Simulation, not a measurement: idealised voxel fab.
Process module in this document: voxel self aligned contacts
Each square cell in cross-section cut measures 5 nm, and the section as a whole is 175 nm wide.
Reading order for cross-sections: top band down to bottom band. Underlying form: a grid of square cells. Band size: one or more rows of cells. First you get the band's top height and its bottom height, in nm, and then the materials it's made of, left to right, with each width in nm. If you see a single material with "throughout", that one covers the band edge to edge. "blank" is empty space. Heads up on the height convention: 0 is the point under which the incoming wafer is all one material, and the lowest band has no bottom, it just keeps going down, like "top 0, no bottom". Note: "30..40" means the width goes from the first number (top row of the band) to the second number (bottom row) in equal steps per row of cells. "nothing was modified" -> step changed no cross-section cell. Under "Voids, enclosed" you'll find the enclosed gaps, the ones with no way out to the top, that are 8 cells or bigger; each reads width x height at distance, with distance counted from the left edge, everything in nm. Formally, on a step line, whatever follows the settings is a remark that the simulator itself makes on the step. The setting "overlay nm" may be written on the line of a step. When the step uses a mask, the value reports how far to the right of the planned place the mask lay, and a negative value reports that it lay to the left.
plan:
- 1: RECEIVE [material Si]
- 2: CONFORMAL_DEP [material SiO2] [thk nm 5]
- 3: DIRECTIONAL_DEP [material polySi] [thk nm 20]
- 4: DIRECTIONAL_DEP [material SiN] [thk nm 20]
- 5: MASKED_ETCH [tone cover] [mask id GATE] [width nm 35] [pitch nm 65] [etch materials SiN] [depth nm 20] [overlay nm 0]
- 6: MASKED_ETCH [tone cover] [mask id GATE] [width nm 35] [pitch nm 65] [etch materials polySi] [depth nm 20] [overlay nm 0]
- 7: CONFORMAL_DEP [material SiN] [thk nm 5]
- 8: DIRECTIONAL_ETCH [etch materials SiN] [depth nm 5]
- 9: FILL_DEP [material SiO2] [thk nm 10]
- 10: CMP [height nm 50]
- 11: PATTERN [tone open] [mask id CONTACT] [material resist] [width nm 40] [thk nm 20] [overlay nm 0]
- 12: DIRECTIONAL_ETCH [etch materials SiO2] [depth nm 50]
- 13: STRIP [etch materials resist]
- 14: CONFORMAL_DEP [material TiN] [thk nm 5]
- 15: FILL_DEP [material W] [thk nm 10]
- 16: CMP [height nm 50]
- 17: CONFORMAL_DEP [material SiN] [thk nm 5]
The first of the two wafers, which ran as planned:
Cross-section of the wafer at receipt, which is the condition after step 1:
- top 0, no bottom | Si throughout
- Voids, enclosed: none
Wafer xsec, post step 2:
- top 5, bottom 0 | SiO2 throughout
- Below a height of 0, the structure has not been altered.
Wafer xsec, post step 3:
- top 25, bottom 5 | polySi throughout
- Below a height of 5, the structure has not been altered.
Wafer xsec, post step 4:
- top 45, bottom 25 | SiN throughout
- Below a height of 25, the structure has not been altered.
Wafer xsec, post step 5:
- top 45, bottom 25 | 35 of blank; 35 of SiN; 30 of blank; 35 of SiN; 40 of blank
- Below a height of 25, the structure has not been altered.
Wafer xsec, post step 6:
- top 45, bottom 25 | 35 of blank; 35 of SiN; 30 of blank; 35 of SiN; 40 of blank
- top 25, bottom 5 | 35 of blank; 35 of polySi; 30 of blank; 35 of polySi; 40 of blank
- Below a height of 5, the structure has not been altered.
Wafer xsec, post step 7:
- top 50, bottom 25 | 30 of blank; 45 of SiN; 20 of blank; 45 of SiN; 35 of blank
- top 25, bottom 10 | 30 of blank; 5 of SiN; 35 of polySi; 5 of SiN; 20 of blank; 5 of SiN; 35 of polySi; 5 of SiN; 35 of blank
- top 10, bottom 5 | 35 of SiN; 35 of polySi; 30 of SiN; 35 of polySi; 40 of SiN
- Below a height of 5, the structure has not been altered.
Wafer xsec, post step 8:
- top 45, bottom 25 | 30 of blank; 45 of SiN; 20 of blank; 45 of SiN; 35 of blank
- top 25, bottom 5 | 30 of blank; 5 of SiN; 35 of polySi; 5 of SiN; 20 of blank; 5 of SiN; 35 of polySi; 5 of SiN; 35 of blank
- Below a height of 5, the structure has not been altered.
Wafer xsec, post step 9:
- top 55, bottom 45 | SiO2 throughout
- top 45, bottom 25 | 30 of SiO2; 45 of SiN; 20 of SiO2; 45 of SiN; 35 of SiO2
- top 25, bottom 5 | 30 of SiO2; 5 of SiN; 35 of polySi; 5 of SiN; 20 of SiO2; 5 of SiN; 35 of polySi; 5 of SiN; 35 of SiO2
- Below a height of 5, the structure has not been altered.
Wafer xsec, post step 10:
- top 50, bottom 45 | SiO2 throughout
- Below a height of 45, the structure has not been altered.
Wafer xsec, post step 11:
- top 70, bottom 50 | 65 of resist; 40 of blank; 70 of resist
- Below a height of 50, the structure has not been altered.
Wafer xsec, post step 12:
- top 70, bottom 50 | 65 of resist; 40 of blank; 70 of resist
- top 50, bottom 45 | 65 of SiO2; 40 of blank; 70 of SiO2
- top 45, bottom 25 | 30 of SiO2; 45 of SiN; 20 of blank; 45 of SiN; 35 of SiO2
- top 25, bottom 5 | 30 of SiO2; 5 of SiN; 35 of polySi; 5 of SiN; 20 of blank; 5 of SiN; 35 of polySi; 5 of SiN; 35 of SiO2
- top 5, bottom 0 | 75 of SiO2; 20 of blank; 80 of SiO2
- Below a height of 0, the structure has not been altered.
Wafer xsec, post step 13:
- top 50, bottom 45 | 65 of SiO2; 40 of blank; 70 of SiO2
- Below a height of 45, the structure has not been altered.
Wafer xsec, post step 14:
- top 55, bottom 50 | 70 of TiN; 30 of blank; 75 of TiN
- top 50, bottom 45 | 65 of SiO2; 15 of TiN; 10 of blank; 15 of TiN; 70 of SiO2
- top 45, bottom 25 | 30 of SiO2; 45 of SiN; 5 of TiN; 10 of blank; 5 of TiN; 45 of SiN; 35 of SiO2
- top 25, bottom 5 | 30 of SiO2; 5 of SiN; 35 of polySi; 5 of SiN; 5 of TiN; 10 of blank; 5 of TiN; 5 of SiN; 35 of polySi; 5 of SiN; 35 of SiO2
- top 5, bottom 0 | 75 of SiO2; 20 of TiN; 80 of SiO2
- Below a height of 0, the structure has not been altered.
Wafer xsec, post step 15:
- top 65, bottom 55 | W throughout
- top 55, bottom 50 | 70 of TiN; 30 of W; 75 of TiN
- top 50, bottom 45 | 65 of SiO2; 15 of TiN; 10 of W; 15 of TiN; 70 of SiO2
- top 45, bottom 25 | 30 of SiO2; 45 of SiN; 5 of TiN; 10 of W; 5 of TiN; 45 of SiN; 35 of SiO2
- top 25, bottom 5 | 30 of SiO2; 5 of SiN; 35 of polySi; 5 of SiN; 5 of TiN; 10 of W; 5 of TiN; 5 of SiN; 35 of polySi; 5 of SiN; 35 of SiO2
- Below a height of 5, the structure has not been altered.
Wafer xsec, post step 16:
- top 50, bottom 45 | 65 of SiO2; 15 of TiN; 10 of W; 15 of TiN; 70 of SiO2
- Below a height of 45, the structure has not been altered.
Wafer xsec, post step 17:
- top 55, bottom 50 | SiN throughout
- Below a height of 50, the structure has not been altered.
For the second wafer, take the first wafer's start and plan, then add one mistake made in running it; everything through step 10, that step included, is shared with the first:
Second wafer, cross-section, planned end of step 11:
- top 70, bottom 50 | 75 of resist; 40 of blank; 60 of resist
- Below a height of 50, the structure has not been altered.
Second wafer, cross-section, planned end of step 12:
- top 70, bottom 50 | 75 of resist; 40 of blank; 60 of resist
- top 50, bottom 45 | 75 of SiO2; 40 of blank; 60 of SiO2
- top 45, bottom 25 | 30 of SiO2; 45 of SiN; 20 of blank; 45 of SiN; 35 of SiO2
- top 25, bottom 5 | 30 of SiO2; 5 of SiN; 35 of polySi; 5 of SiN; 20 of blank; 5 of SiN; 35 of polySi; 5 of SiN; 35 of SiO2
- top 5, bottom 0 | 75 of SiO2; 20 of blank; 80 of SiO2
- Below a height of 0, the structure has not been altered.
Second wafer, cross-section, planned end of step 13:
- top 50, bottom 45 | 75 of SiO2; 40 of blank; 60 of SiO2
- Below a height of 45, the structure has not been altered.
Second wafer, cross-section, planned end of step 14:
- top 55, bottom 50 | 80 of TiN; 30 of blank; 65 of TiN
- top 50, bottom 45 | 75 of SiO2; 5 of TiN; 10 of blank; 25 of TiN; 60 of SiO2
- top 45, bottom 25 | 30 of SiO2; 45 of SiN; 5 of TiN; 10 of blank; 5 of TiN; 45 of SiN; 35 of SiO2
- top 25, bottom 5 | 30 of SiO2; 5 of SiN; 35 of polySi; 5 of SiN; 5 of TiN; 10 of blank; 5 of TiN; 5 of SiN; 35 of polySi; 5 of SiN; 35 of SiO2
- top 5, bottom 0 | 75 of SiO2; 20 of TiN; 80 of SiO2
- Below a height of 0, the structure has not been altered.
Second wafer, cross-section, planned end of step 15:
- top 65, bottom 55 | W throughout
- top 55, bottom 50 | 80 of TiN; 30 of W; 65 of TiN
- top 50, bottom 45 | 75 of SiO2; 5 of TiN; 10 of W; 25 of TiN; 60 of SiO2
- top 45, bottom 25 | 30 of SiO2; 45 of SiN; 5 of TiN; 10 of W; 5 of TiN; 45 of SiN; 35 of SiO2
- top 25, bottom 5 | 30 of SiO2; 5 of SiN; 35 of polySi; 5 of SiN; 5 of TiN; 10 of W; 5 of TiN; 5 of SiN; 35 of polySi; 5 of SiN; 35 of SiO2
- Below a height of 5, the structure has not been altered.
Second wafer, cross-section, planned end of step 16:
- top 50, bottom 45 | 75 of SiO2; 5 of TiN; 10 of W; 25 of TiN; 60 of SiO2
- Below a height of 45, the structure has not been altered.
Second wafer, cross-section, planned end of step 17:
- top 55, bottom 50 | SiN throughout
- Below a height of 50, the structure has not been altered.
Here's what went sideways: step 11 deviated from plan and actually ran as PATTERN [tone open] [mask id CONTACT] [material resist] [width nm 40] [thk nm 20] [overlay nm 10]
When the process is done, the second wafer contains the same cell count of every material as the first wafer, but distributed over other locations.
